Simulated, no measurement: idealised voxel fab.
voxel quadruple lines: a process module
We display cut, a cross-section 285 nm in width whose square cells are each 5 nm.
This document writes a cross-section as a grid whose cells are square, and gives it as bands, listed from the top down; one or more rows of cells form a band. Top, bottom (nm), then materials left to right with widths (nm); lone material tagged "all across" fills the whole band edge to edge; "air" = empty space. Below 0: as-received wafer, all one material; heights counted from there. Lowest band: no bottom, goes on down, written "0..down". Width spec "30..40" -> top row of cells at first value, bottom row at second value, equal per-row change in between. "remained unchanged" -> step changed no cross-section cell. "Closed void register" lists enclosed empty spaces (at least 8 cells, no open path upward to the top), each as width x height at distance from the left edge, in nm. Step line, after settings: the simulator's comment on this step. The setting "overlay nm" may be written on the line of a step. When the step uses a mask, the value reports how far to the right of the planned place the mask lay, and a negative value reports that it lay to the left.

[List of planned process steps]
1) RECEIVE (material Si)
2) CONFORMAL_DEP (material Al2O3; thk nm 5)
3) DIRECTIONAL_DEP (material W; thk nm 15)
4) DIRECTIONAL_DEP (material polySi; thk nm 20)
5) DIRECTIONAL_DEP (material aC; thk nm 25)
6) PATTERN (tone cover; mask id MANDREL; material resist; width nm 30; thk nm 30; overlay nm 0)
7) DIRECTIONAL_ETCH (etch materials aC; depth nm 25)
8) STRIP (etch materials resist)
9) CONFORMAL_DEP (material SiO2; thk nm 10)
10) DIRECTIONAL_ETCH (etch materials SiO2; depth nm 10)
11) STRIP (etch materials aC)
12) DIRECTIONAL_ETCH (etch materials polySi; depth nm 20)
13) STRIP (etch materials SiO2)
14) CONFORMAL_DEP (material SiN; thk nm 10)
15) DIRECTIONAL_ETCH (etch materials SiN; depth nm 10)
16) STRIP (etch materials polySi)
17) DIRECTIONAL_ETCH (etch materials W; depth nm 15)
18) STRIP (etch materials SiN)
19) FILL_DEP (material lowk; thk nm 5)
20) CMP (height nm 20)

[Cross-section, incoming material, after step 1]
* 0..down = Si all across
* Closed void register: none

[The following cross-section depicts the wafer upon conclusion of the module. Processing commenced from the starting condition illustrated above and adhered to the plan illustrated above, save for one mistake in execution]
* 20..5 = 105 of lowk, 10 of W, 10 of lowk, 10 of W, 10 of lowk, 10 of W, 10 of lowk, 10 of W, 110 of lowk
* 5..0 = polySi all across
* 0..down = Si all across
* Closed void register: none
Misprocessing identified: contrary to plan, step 2 was performed as CONFORMAL_DEP (material polySi; thk nm 5)
